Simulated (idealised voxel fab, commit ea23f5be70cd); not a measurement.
process module | voxel ribs on slabs
Cross-section cut: width 240 nm, square cells of 5 nm.
Bands, listed from the top down, are how a cross-section gets written in this document; the cross-section itself is a grid of square cells, and a band is one or more rows of them.
Top, bottom (nm), then materials left to right with widths (nm); lone material tagged "full width" fills the whole band edge to edge; "air" = empty space.
Note: height 0 marks the level under which the wafer is uniformly one material as received. Lowest band unbounded below, written "0 and below".
Graded width ("30 to 40"): value in top row of band = first number; value in bottom row = second number; row-to-row change constant.
"remained unchanged" for a step: no cell of the cross-section changed in that step.
The entry "Sealed void listing" lists the empty spaces that cover at least 8 cells and have no open path to the top. Each is written as width x height at distance, where the distance is measured from the left edge and all three values are in nm.
Past the settings on a step's line: simulator remark, on that step.
overlay nm: how far to the right of its planned place the mask lay on this masked step (negative: to the left).

### Process steps (planned)
1 RECEIVE: material Si
2 DIRECTIONAL_DEP: material SiO2, thk nm 30
3 DIRECTIONAL_DEP: material SiN, thk nm 20
4 MASKED_ETCH: tone cover, mask id RIB, width nm 25, etch materials SiN, depth nm 5, overlay nm 0
5 PATTERN: tone cover, mask id SLAB, material resist, width nm 65, thk nm 20, overlay nm 0
6 DIRECTIONAL_ETCH: etch materials SiN, depth nm 15
7 STRIP: etch materials resist
8 FILL_DEP: material SiO2, thk nm 15
9 CMP: height nm 60
10 DIRECTIONAL_DEP: material TiN, thk nm 5
11 DIRECTIONAL_DEP: material aC, thk nm 10
12 PATTERN: tone cover, mask id HEATER, material resist, width nm 35, thk nm 25, overlay nm 0
13 DIRECTIONAL_ETCH: etch materials aC, depth nm 10
14 STRIP: etch materials resist
15 DIRECTIONAL_ETCH: etch materials TiN, depth nm 5
16 STRIP: etch materials aC
17 CONFORMAL_DEP: material SiO2, thk nm 10

### The cross-section here shows the wafer as received, i.e. in its state after step 1
- 0 and below: Si full width
- Sealed void listing: none

### First wafer of two, sectioned at end of module; run went per plan
- 75 down to 70: air: 90, SiO2: 55, air: 95
- 70 down to 65: SiO2 full width
- 65 down to 60: SiO2: 100, TiN: 35, SiO2: 105
- 60 down to 50: SiO2 full width
- 50 down to 45: SiO2: 105, SiN: 25, SiO2: 110
- 45 down to 30: SiO2: 85, SiN: 65, SiO2: 90
- 30 down to 0: SiO2 full width
- 0 and below: Si full width
- Sealed void listing: none

### Cross-section, second wafer: same start as the first, same plan as the first, one mistake in running it; taken at the end of the module
- 75 down to 70: air: 90, SiO2: 55, air: 95
- 70 down to 65: SiO2 full width
- 65 down to 60: SiO2: 100, TiN: 35, SiO2: 105
- 60 down to 50: SiO2 full width
- 50 down to 35: SiO2: 105, SiN: 25, SiO2: 110
- 35 down to 30: SiO2: 85, SiN: 65, SiO2: 90
- 30 down to 0: SiO2 full width
- 0 and below: Si full width
- Sealed void listing: none
Against the plan, the run slipped here: step 4 did not use the planned setting and instead ran as MASKED_ETCH: tone cover, mask id RIB, width nm 25, etch materials SiN, depth nm 15, overlay nm 0
Final comparison by cell count, materials where the second wafer has more or fewer than the first: 16 fewer of SiN, 16 more of SiO2
